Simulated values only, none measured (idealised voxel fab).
process module | voxel spacer lines
cross-section cut | 240 nm wide | cells 5 nm
A cross-section is a grid of square cells, given in bands from the top down. A band is one or more rows of cells.
Each band's line starts with the height of the band's top and of its bottom, in nm. Then come its materials from left to right, each with its width in nm. One material with "throughout" fills the band from edge to edge. "air" is empty space.
Height 0 is the level under which the wafer as received is all one material. The lowest band goes on downwards, as in "0 down".
A width such as "30 to 40" changes by the same amount from each row of cells to the next, from the band's top row to its bottom row.
"no change" after a step means that no cell of the cross-section changed.
closed voids: empty space of 8 cells or more with no open way to the top, each as width x height at its distance from the left edge, in nm
after a step's settings: what the simulator itself notes on the step
overlay nm, on a step with a mask: how far to the right of its planned place the mask lay; to the left if negative
plan
1 op RECEIVE | material Si
2 op CONFORMAL_DEP | material Al2O3 | thk nm 5
3 op DIRECTIONAL_DEP | material SiN | thk nm 15
4 op DIRECTIONAL_DEP | material aC | thk nm 30
5 op PATTERN | tone cover | mask id MANDREL | material resist | width nm 15 | pitch nm 60 | thk nm 40 | overlay nm 0
6 op DIRECTIONAL_ETCH | etch materials aC | depth nm 30
7 op STRIP | etch materials resist
8 op CONFORMAL_DEP | material SiO2 | thk nm 15
9 op DIRECTIONAL_ETCH | etch materials SiO2 | depth nm 15
10 op STRIP | etch materials aC
11 op DIRECTIONAL_ETCH | etch materials SiN | depth nm 15
12 op STRIP | etch materials SiO2
first wafer, as planned
as received, after step 1
  0 down: Si throughout
  closed voids: none
after step 2
  5 to 0: Al2O3 throughout
  below 0: unchanged
after step 3
  20 to 5: SiN throughout
  below 5: unchanged
after step 4
  50 to 20: aC throughout
  below 20: unchanged
after step 5
  90 to 50: air 50 | resist 15 | air 45 | resist 15 | air 45 | resist 15 | air 55
  below 50: unchanged
after step 6
  60 to 50: air 50 | resist 15 | air 45 | resist 15 | air 45 | resist 15 | air 55
  50 to 20: air 50 | aC 15 | air 45 | aC 15 | air 45 | aC 15 | air 55
  below 20: unchanged
after step 7
  50 to 20: air 50 | aC 15 | air 45 | aC 15 | air 45 | aC 15 | air 55
  below 20: unchanged
after step 8
  65 to 50: air 35 | SiO2 45 | air 15 | SiO2 45 | air 15 | SiO2 45 | air 40
  50 to 35: air 35 | SiO2 15 | aC 15 | SiO2 15 | air 15 | SiO2 15 | aC 15 | SiO2 15 | air 15 | SiO2 15 | aC 15 | SiO2 15 | air 40
  35 to 20: SiO2 50 | aC 15 | SiO2 45 | aC 15 | SiO2 45 | aC 15 | SiO2 55
  below 20: unchanged
after step 9
  50 to 20: air 35 | SiO2 15 | aC 15 | SiO2 15 | air 15 | SiO2 15 | aC 15 | SiO2 15 | air 15 | SiO2 15 | aC 15 | SiO2 15 | air 40
  below 20: unchanged
after step 10
  50 to 20: air 35 | SiO2 15 | air 15 | SiO2 15 | air 15 | SiO2 15 | air 15 | SiO2 15 | air 15 | SiO2 15 | air 15 | SiO2 15 | air 40
  below 20: unchanged
after step 11
  50 to 20: air 35 | SiO2 15 | air 15 | SiO2 15 | air 15 | SiO2 15 | air 15 | SiO2 15 | air 15 | SiO2 15 | air 15 | SiO2 15 | air 40
  20 to 5: air 35 | SiN 15 | air 15 | SiN 15 | air 15 | SiN 15 | air 15 | SiN 15 | air 15 | SiN 15 | air 15 | SiN 15 | air 40
  below 5: unchanged
after step 12
  20 to 5: air 35 | SiN 15 | air 15 | SiN 15 | air 15 | SiN 15 | air 15 | SiN 15 | air 15 | SiN 15 | air 15 | SiN 15 | air 40
  below 5: unchanged
second wafer: like start, like plan, one mistake. Through step 2 it matches the first wafer
when step 3 should have ended
  35 to 5: SiN throughout
  below 5: unchanged
when step 4 should have ended
  65 to 35: aC throughout
  below 35: unchanged
when step 5 should have ended
  105 to 65: air 50 | resist 15 | air 45 | resist 15 | air 45 | resist 15 | air 55
  below 65: unchanged
when step 6 should have ended
  75 to 65: air 50 | resist 15 | air 45 | resist 15 | air 45 | resist 15 | air 55
  65 to 35: air 50 | aC 15 | air 45 | aC 15 | air 45 | aC 15 | air 55
  below 35: unchanged
when step 7 should have ended
  65 to 35: air 50 | aC 15 | air 45 | aC 15 | air 45 | aC 15 | air 55
  below 35: unchanged
when step 8 should have ended
  80 to 65: air 35 | SiO2 45 | air 15 | SiO2 45 | air 15 | SiO2 45 | air 40
  65 to 50: air 35 | SiO2 15 | aC 15 | SiO2 15 | air 15 | SiO2 15 | aC 15 | SiO2 15 | air 15 | SiO2 15 | aC 15 | SiO2 15 | air 40
  50 to 35: SiO2 50 | aC 15 | SiO2 45 | aC 15 | SiO2 45 | aC 15 | SiO2 55
  below 35: unchanged
when step 9 should have ended
  65 to 35: air 35 | SiO2 15 | aC 15 | SiO2 15 | air 15 | SiO2 15 | aC 15 | SiO2 15 | air 15 | SiO2 15 | aC 15 | SiO2 15 | air 40
  below 35: unchanged
when step 10 should have ended
  65 to 35: air 35 | SiO2 15 | air 15 | SiO2 15 | air 15 | SiO2 15 | air 15 | SiO2 15 | air 15 | SiO2 15 | air 15 | SiO2 15 | air 40
  below 35: unchanged
when step 11 should have ended
  65 to 35: air 35 | SiO2 15 | air 15 | SiO2 15 | air 15 | SiO2 15 | air 15 | SiO2 15 | air 15 | SiO2 15 | air 15 | SiO2 15 | air 40
  35 to 20: air 35 | SiN 15 | air 15 | SiN 15 | air 15 | SiN 15 | air 15 | SiN 15 | air 15 | SiN 15 | air 15 | SiN 15 | air 40
  below 20: unchanged
when step 12 should have ended
  35 to 20: air 35 | SiN 15 | air 15 | SiN 15 | air 15 | SiN 15 | air 15 | SiN 15 | air 15 | SiN 15 | air 15 | SiN 15 | air 40
  below 20: unchanged
what went wrong: step 3 was run twice
at the end the second wafer has, in cells: 144 more of SiN
